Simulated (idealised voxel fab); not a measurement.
Process module name: voxel double patterning
Section shown: cut. Width: 250 nm. Cell size: 5 nm, square.
For the purposes of this document, a cross-section shall be understood as a grid of square cells, specified as bands listed in top-to-bottom order, each band consisting of one or more rows of cells. In this notation a band is specified by the heights of its top and bottom, in that order and in nm, after which its materials appear from left to right, each paired with its width in nm. The word "full width" attached to a single material means that material fills the band from edge to edge; the word "blank" stands for empty space. It should be noted that heights are counted from 0, beneath which the wafer as supplied is of one material throughout, and that the lowest band possesses no lower boundary but continues downward, as written in "from 0 down". Width "30..40": first value at the band's top row of cells, second value at its bottom row, equal change from row to row. The cross-section has no changed cell in any step marked "nothing different". Entry "Closed voids list" = empty spaces >= 8 cells with no open way to the top; each as width x height at distance, distance from left edge, all nm. Read whatever lies past the settings on a step's line as the simulator's own remark about the step. "overlay nm" on a masked step: distance the mask lay right of its planned place, negative for left.
**Process steps (planned)**
step 1: RECEIVE with material Si
step 2: CONFORMAL_DEP with material SiO2, thk nm 10
step 3: DIRECTIONAL_DEP with material polySi, thk nm 20
step 4: DIRECTIONAL_DEP with material SiN, thk nm 5
step 5: MASKED_ETCH with tone open, mask id FIRST, width nm 15, pitch nm 50, etch materials SiN, depth nm 5, overlay nm 0
step 6: MASKED_ETCH with tone open, mask id SECOND, width nm 15, pitch nm 50, etch materials SiN, depth nm 5, overlay nm 0
step 7: DIRECTIONAL_ETCH with etch materials polySi, depth nm 20
step 8: STRIP with etch materials SiN
**Below: the first of two wafers, run as planned**
**Cross-section of the wafer upon arrival, representing the state reached after step 1**
  from 0 down: Si full width
  Closed voids list: none
**The wafer, seen in cross-section, after step 2**
  from 10 to 0: SiO2 full width
  Rest of section, below 0: as before.
**The wafer, seen in cross-section, after step 3**
  from 30 to 10: polySi full width
  Rest of section, below 10: as before.
**The wafer, seen in cross-section, after step 4**
  from 35 to 30: SiN full width
  Rest of section, below 30: as before.
**The wafer, seen in cross-section, after step 5**
  from 35 to 30: 65 nm SiN / 15 nm blank / 35 nm SiN / 15 nm blank / 35 nm SiN / 15 nm blank / 70 nm SiN
  Rest of section, below 30: as before.
**The wafer, seen in cross-section, after step 6**
  from 35 to 30: 65 nm SiN / 15 nm blank / 10 nm SiN / 15 nm blank / 10 nm SiN / 15 nm blank / 10 nm SiN / 15 nm blank / 10 nm SiN / 15 nm blank / 70 nm SiN
  Rest of section, below 30: as before.
**The wafer, seen in cross-section, after step 7**
  from 35 to 30: 65 nm SiN / 15 nm blank / 10 nm SiN / 15 nm blank / 10 nm SiN / 15 nm blank / 10 nm SiN / 15 nm blank / 10 nm SiN / 15 nm blank / 70 nm SiN
  from 30 to 10: 65 nm polySi / 15 nm blank / 10 nm polySi / 15 nm blank / 10 nm polySi / 15 nm blank / 10 nm polySi / 15 nm blank / 10 nm polySi / 15 nm blank / 70 nm polySi
  Rest of section, below 10: as before.
**The wafer, seen in cross-section, after step 8**
  from 30 to 10: 65 nm polySi / 15 nm blank / 10 nm polySi / 15 nm blank / 10 nm polySi / 15 nm blank / 10 nm polySi / 15 nm blank / 10 nm polySi / 15 nm blank / 70 nm polySi
  Rest of section, below 10: as before.
**Now the other wafer: same start, same recipe, but we messed up one thing when running it. Up to and including step 3 it's the same as the first one**
**Cross-sectional representation of the second wafer at the time designated in the plan for the completion of step 4**
  from 35 to 30: SiO2 full width
  Rest of section, below 30: as before.
Cross-sectional representation of the second wafer at the time designated in the plan for the completion of step 5: nothing different
Cross-sectional representation of the second wafer at the time designated in the plan for the completion of step 6: nothing different
Cross-sectional representation of the second wafer at the time designated in the plan for the completion of step 7: nothing different
Cross-sectional representation of the second wafer at the time designated in the plan for the completion of step 8: nothing different
Short version of what went wrong: not per plan at step 4, really ran DIRECTIONAL_DEP with material SiO2, thk nm 5
Final wafer comparison in cells, second versus first, more or fewer per material: SiO2: 50 more | polySi: 60 more
